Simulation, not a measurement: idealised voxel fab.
This is a process module. Its name is voxel ribs on slabs.
cross-section cut | 235 nm wide | cells 5 nm
Cross-sections here: square-cell grids, written as top-down lists of bands, a band being one or more rows of cells.
Each band's line starts with the height of the band's top and of its bottom, in nm. Then come its materials from left to right, each with its width in nm. One material with "throughout" fills the band from edge to edge. "empty" is empty space.
Heights are reckoned from 0. Under this level, the received wafer is all of one material. The bottommost band is open-ended downward, for example "top 0, no bottom".
So if you see something like "30->40" for the width, read it as the top row of the band sitting at the first number and the bottom row at the second, with every row in between moving by the same amount as the last.
Where a step carries "remains unaltered", the cross-section came out of it unchanged, cell for cell.
The label "Sealed internal voids" introduces a list of the empty spaces, 8 cells or larger, that have no open way up to the top; each entry in it reads width x height at distance, where the distance is taken from the left edge and all three are stated in nm.
Text after the settings on a step's line: the simulator's own remark on that step.
Among the settings permitted on a step's line is "overlay nm"; applied to a step with a mask, it specifies the extent to which the mask lay to the right of its planned position, whereas a negative figure signifies a position to the left.

### The process steps that were planned are listed below
| 1 | op RECEIVE | material Si |
| 2 | op DIRECTIONAL_DEP | material SiO2 | thk nm 20 |
| 3 | op DIRECTIONAL_DEP | material polySi | thk nm 15 |
| 4 | op DIRECTIONAL_DEP | material aC | thk nm 5 |
| 5 | op PATTERN | tone cover | mask id RIB | material resist | width nm 30 | thk nm 30 | overlay nm 0 |
| 6 | op DIRECTIONAL_ETCH | etch materials aC | depth nm 15 |
| 7 | op STRIP | etch materials resist |
| 8 | op DIRECTIONAL_ETCH | etch materials polySi | depth nm 5 |
| 9 | op STRIP | etch materials aC |
| 10 | op MASKED_ETCH | tone cover | mask id SLAB | width nm 80 | etch materials polySi | depth nm 10 | overlay nm 0 |
| 11 | op FILL_DEP | material SiO2 | thk nm 30 |
| 12 | op CMP | height nm 55 |
| 13 | op DIRECTIONAL_DEP | material W | thk nm 5 |
| 14 | op DIRECTIONAL_DEP | material aC | thk nm 15 |
| 15 | op PATTERN | tone cover | mask id HEATER | material resist | width nm 40 | thk nm 30 | overlay nm 0 |
| 16 | op DIRECTIONAL_ETCH | etch materials aC | depth nm 15 |
| 17 | op STRIP | etch materials resist |
| 18 | op DIRECTIONAL_ETCH | etch materials W | depth nm 5 |
| 19 | op STRIP | etch materials aC |
| 20 | op CONFORMAL_DEP | material SiO2 | thk nm 5 |
Across this set of wafers, the varied parameter is the thk nm of step 4. Starting conditions are identical for every wafer, and the plan reports the value assigned to the first wafer.

### Cross-section, first of several wafers, as delivered after step 1
	top 0, no bottom: Si throughout
	Sealed internal voids: none

### Per wafer (row), end of module: delta in cells per material since receipt, (+) for gained, (-) for lost; closed voids after that
thk nm 5 | +528 SiO2 | +8 W | +38 polySi | Sealed internal voids: none
thk nm 10 | +528 SiO2 | +8 W | +38 polySi | Sealed internal voids: none
thk nm 15 | +528 SiO2 | +8 W | +38 polySi | Sealed internal voids: none
thk nm 20 | +487 SiO2 | +8 W | +79 polySi | Sealed internal voids: none
thk nm 25 | +487 SiO2 | +8 W | +79 polySi | Sealed internal voids: none
thk nm 30 | +487 SiO2 | +8 W | +79 polySi | Sealed internal voids: none
